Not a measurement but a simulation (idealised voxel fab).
Process module heading - voxel capacitor over wiring
Shown is cross-section cut, with a width of 190 nm and square cells of size 5 nm.
Cross-sections here: square-cell grids, written as top-down lists of bands, a band being one or more rows of cells.
Heads up on the band format: heights come first, top then bottom, in nm. After that it's the materials left to right, each with its width in nm. A single material flagged "all across" fills the whole band edge to edge, and "blank" means there's empty space there.
Zero point of the height axis is 0; under it, received wafer = one material. Lowest band: continues down indefinitely, "0..down".
Per-row width for "30->40": begins at first number (top row of band), ends at second number (bottom row), increment between rows held constant.
The designation "left unchanged", where it is given for a processing step, indicates that no cell of the cross-section was altered in the course of that step.
"Closed internal voids" specifies each empty space that is not open to the top and that occupies no fewer than 8 cells, using the form width x height at distance, the distance measured from the left edge and all three quantities in nm.
Whatever follows a step's settings on its line is a remark the simulator itself makes about that step.
Regarding "overlay nm": on a step with a mask, it is the distance the mask lay to the right of its planned place; a negative value places it to the left.

This section lists the process steps that were planned
1: RECEIVE [material Si]
2: CONFORMAL_DEP [material SiO2] [thk nm 15]
3: CONFORMAL_DEP [material SiCN] [thk nm 5]
4: DIRECTIONAL_DEP [material lowk] [thk nm 25]
5: PATTERN [tone open] [mask id METAL_1] [material resist] [width nm 25] [pitch nm 75] [thk nm 20] [overlay nm 0]
6: DIRECTIONAL_ETCH [etch materials lowk] [depth nm 25]
7: DIRECTIONAL_ETCH [etch materials SiCN] [depth nm 5]
8: STRIP [etch materials resist]
9: CONFORMAL_DEP [material TiN] [thk nm 5]
10: FILL_DEP [material Ru] [thk nm 10]
11: CMP [height nm 45]
12: CONFORMAL_DEP [material SiCN] [thk nm 5]
13: DIRECTIONAL_DEP [material lowk] [thk nm 15]
14: PATTERN [tone open] [mask id PLUG_1] [material resist] [width nm 15] [thk nm 15] [overlay nm 0]
15: DIRECTIONAL_ETCH [etch materials lowk] [depth nm 15]
16: DIRECTIONAL_ETCH [etch materials SiCN] [depth nm 5]
17: STRIP [etch materials resist]
18: EPI [material Ru] [thk nm 10]
19: EPI [material Ru] [thk nm 10]
20: DIRECTIONAL_DEP [material TiN] [thk nm 10]
21: DIRECTIONAL_DEP [material Al2O3] [thk nm 5]
22: DIRECTIONAL_DEP [material TiN] [thk nm 10]
23: PATTERN [tone cover] [mask id UPPER_PLATE] [material resist] [width nm 55] [thk nm 20] [overlay nm 0]
24: DIRECTIONAL_ETCH [etch materials TiN] [depth nm 10]
25: DIRECTIONAL_ETCH [etch materials Al2O3] [depth nm 5]
26: STRIP [etch materials resist]
27: MASKED_ETCH [tone cover] [mask id LOWER_PLATE] [width nm 65] [etch materials TiN] [depth nm 10] [overlay nm 0]
28: FILL_DEP [material SiO2] [thk nm 15]
29: CMP [height nm 100]
30: MASKED_ETCH [tone open] [mask id PLUG_2] [width nm 15] [etch materials SiO2] [depth nm 10] [overlay nm 0]
31: CONFORMAL_DEP [material TiN] [thk nm 5]
32: FILL_DEP [material W] [thk nm 5]
33: CMP [height nm 100]
34: CONFORMAL_DEP [material SiN] [thk nm 5]

Step 1 complete: cross-section of the wafer as received
    0..down  Si all across
    Closed internal voids: none

Module complete, cross-section. Starting point and plan per above. One mistake made in running the module
    105..100  SiN all across
    100..95  SiO2=65, then TiN=5, then W=5, then TiN=5, then SiO2=110
    95..90  SiO2=65, then TiN=15, then SiO2=110
    90..80  SiO2=55, then TiN=55, then SiO2=80
    80..75  SiO2=55, then Al2O3=55, then SiO2=80
    75..65  SiO2=50, then TiN=65, then SiO2=75
    65..50  lowk=65, then Ru=15, then lowk=110
    50..45  SiCN=65, then Ru=15, then SiCN=110
    45..20  lowk=45, then TiN=5, then Ru=15, then TiN=5, then lowk=50, then TiN=5, then Ru=15, then TiN=5, then lowk=45
    20..15  SiCN=45, then TiN=25, then SiCN=50, then TiN=25, then SiCN=45
    15..0  SiO2 all across
    0..down  Si all across
    Closed internal voids: none
Which mistake was made when the wafer was run? step 14 was not run as planned; what actually ran was PATTERN [tone open] [mask id PLUG_1] [material resist] [width nm 15] [thk nm 15] [overlay nm 10]
